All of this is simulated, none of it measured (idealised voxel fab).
A process module follows: voxel self aligned contacts.
Square cell edge 5 nm, section width 185 nm, ID cut.
This document writes a cross-section as a grid whose cells are square, and gives it as bands, listed from the top down; one or more rows of cells form a band.
What a band's entry tells you: where the top is and where the bottom is, as heights in nm, and after that what lies inside, material by material from left to right, each with its width in nm. Empty space is written as the word "empty", and a single material marked with the word "throughout" occupies the band from edge to edge.
For the purposes of this specification, 0 denotes the height below which the wafer in its as-received condition is composed wholly of one material, and the lowermost band, lacking a lower limit, extends downward without end, as expressed in "0 -> down".
You'd read "30..40" like this: the band's top row of cells is as wide as the first number, its bottom row is as wide as the second, and going down, every row changes width by the same amount as the row before did.
Basically "nothing got changed" means that step didn't change any cell in the cross-section.
Any empty space of 8 cells or more lacking an open way to the top shows up in "Voids, fully enclosed" as width x height at distance, distance from the left edge, in nm.
Read whatever lies past the settings on a step's line as the simulator's own remark about the step.
On any step carrying a mask, the "overlay nm" setting, if present on the step's line, tells how far right of its planned place the mask lay; negative values point to the left.
Below is the list of planned process steps
step 1: RECEIVE: material Si
step 2: CONFORMAL_DEP: material SiO2, thk nm 5
step 3: DIRECTIONAL_DEP: material polySi, thk nm 25
step 4: DIRECTIONAL_DEP: material SiN, thk nm 20
step 5: MASKED_ETCH: tone cover, mask id GATE, width nm 25, pitch nm 55, etch materials SiN, depth nm 20, overlay nm 0
step 6: MASKED_ETCH: tone cover, mask id GATE, width nm 25, pitch nm 55, etch materials polySi, depth nm 25, overlay nm 0
step 7: CONFORMAL_DEP: material SiN, thk nm 5
step 8: DIRECTIONAL_ETCH: etch materials SiN, depth nm 5
step 9: FILL_DEP: material SiO2, thk nm 15
step 10: CMP: height nm 60
step 11: DIRECTIONAL_DEP: material aC, thk nm 15
step 12: PATTERN: tone open, mask id CONTACT, material resist, width nm 30, thk nm 35, overlay nm 0
step 13: DIRECTIONAL_ETCH: etch materials aC, depth nm 15
step 14: STRIP: etch materials resist
step 15: DIRECTIONAL_ETCH: etch materials SiO2, depth nm 60
step 16: STRIP: etch materials aC
step 17: CONFORMAL_DEP: material TiN, thk nm 5
step 18: FILL_DEP: material Ru, thk nm 10
step 19: CMP: height nm 60
step 20: CONFORMAL_DEP: material SiCN, thk nm 5
Every wafer here starts from the same state; it is the step 12 width nm that distinguishes them, and the value the plan gives belongs to the first wafer.
Incoming state of the first of several wafers in cross-section: after step 1
	0 -> down | Si throughout
	Voids, fully enclosed: none
Cross-section of the first of several wafers, taken after step 20, where the module ends
	65 -> 60 | SiCN throughout
	60 -> 50 | SiO2=75, TiN=5..10, Ru=20..10, TiN=5..10, SiO2=80
	50 -> 30 | SiO2=45, SiN=35, TiN=5, Ru=10, TiN=5, SiN=35, SiO2=50
	30 -> 5 | SiO2=45, SiN=5, polySi=25, SiN=5, TiN=5, Ru=10, TiN=5, SiN=5, polySi=25, SiN=5, SiO2=50
	5 -> 0 | SiO2=80, TiN=20, SiO2=85
	0 -> down | Si throughout
	Voids, fully enclosed: none
A cross-section through the last wafer at the close of the module
	65 -> 60 | SiCN throughout
	60 -> 50 | SiO2=65, TiN=5..20, Ru=45..10, TiN=5..25, SiO2=65
	50 -> 30 | SiO2=45, SiN=35, TiN=5, Ru=10, TiN=5, SiN=35, SiO2=50
	30 -> 5 | SiO2=45, SiN=5, polySi=25, SiN=5, TiN=5, Ru=10, TiN=5, SiN=5, polySi=25, SiN=5, SiO2=50
	5 -> 0 | SiO2=80, TiN=20, SiO2=85
	0 -> down | Si throughout
	Voids, fully enclosed: none
Below: a row per wafer. Contents at end of module: for every material, cells gained since receipt (+) or lost since receipt (-); then closed voids
width nm 30; +24 Ru; +37 SiCN; +76 SiN; +266 SiO2; +28 TiN; +50 polySi; Voids, fully enclosed: none
width nm 35; +25 Ru; +37 SiCN; +76 SiN; +264 SiO2; +29 TiN; +50 polySi; Voids, fully enclosed: none
width nm 40; +26 Ru; +37 SiCN; +76 SiN; +262 SiO2; +30 TiN; +50 polySi; Voids, fully enclosed: none
width nm 45; +27 Ru; +37 SiCN; +76 SiN; +260 SiO2; +31 TiN; +50 polySi; Voids, fully enclosed: none
width nm 50; +28 Ru; +37 SiCN; +76 SiN; +258 SiO2; +32 TiN; +50 polySi; Voids, fully enclosed: none
width nm 55; +29 Ru; +37 SiCN; +76 SiN; +256 SiO2; +33 TiN; +50 polySi; Voids, fully enclosed: none
